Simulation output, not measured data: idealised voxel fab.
process module | voxel fin reveal
cross-section cut | 155 nm wide | cells 5 nm
A cross-section is a grid of square cells, given in bands from the top down. A band is one or more rows of cells.
Each band's line starts with the height of the band's top and of its bottom, in nm. Then come its materials from left to right, each with its width in nm. One material with "throughout" fills the band from edge to edge. "air" is empty space.
Height 0 is the level under which the wafer as received is all one material. The lowest band goes on downwards, as in "0 down".
A width such as "30 to 40" changes by the same amount from each row of cells to the next, from the band's top row to its bottom row.
"no change" after a step means that no cell of the cross-section changed.
closed voids: empty space of 8 cells or more with no open way to the top, each as width x height at its distance from the left edge, in nm
after a step's settings: what the simulator itself notes on the step
overlay nm, on a step with a mask: how far to the right of its planned place the mask lay; to the left if negative
plan
1 op RECEIVE | material Si
2 op CONFORMAL_DEP | material SiN | thk nm 10
3 op DIRECTIONAL_DEP | material aC | thk nm 15
4 op PATTERN | tone cover | mask id FINS | material resist | width nm 15 | pitch nm 40 | thk nm 30 | overlay nm 0
5 op DIRECTIONAL_ETCH | etch materials aC | depth nm 15
6 op STRIP | etch materials resist
7 op DIRECTIONAL_ETCH | etch materials SiN | depth nm 10
8 op DIRECTIONAL_ETCH | etch materials Si | depth nm 30
9 op STRIP | etch materials aC
10 op FILL_DEP | material SiO2 | thk nm 15
11 op CMP | height nm 10
12 op SELECTIVE_ETCH | etch materials SiO2 | depth nm 30
13 op STRIP | etch materials SiN
14 op CONFORMAL_DEP | material HfO2 | thk nm 5
as received, after step 1
  0 down: Si throughout
  closed voids: none
a wafer at the end: this start, this plan, one mistake
  5 to 0: air 40 | HfO2 35 | air 5 | HfO2 35 | air 40
  0 to -15: air 40 | HfO2 5 | Si 25 | HfO2 5 | air 5 | HfO2 5 | Si 25 | HfO2 5 | air 40
  -15 to -20: HfO2 45 | Si 25 | HfO2 15 | Si 25 | HfO2 45
  -20 to -30: SiO2 45 | Si 25 | SiO2 15 | Si 25 | SiO2 45
  -30 down: Si throughout
  closed voids: none
what went wrong: step 4 ran as: op PATTERN | tone cover | mask id FINS | material resist | width nm 25 | pitch nm 40 | thk nm 30 | overlay nm 0
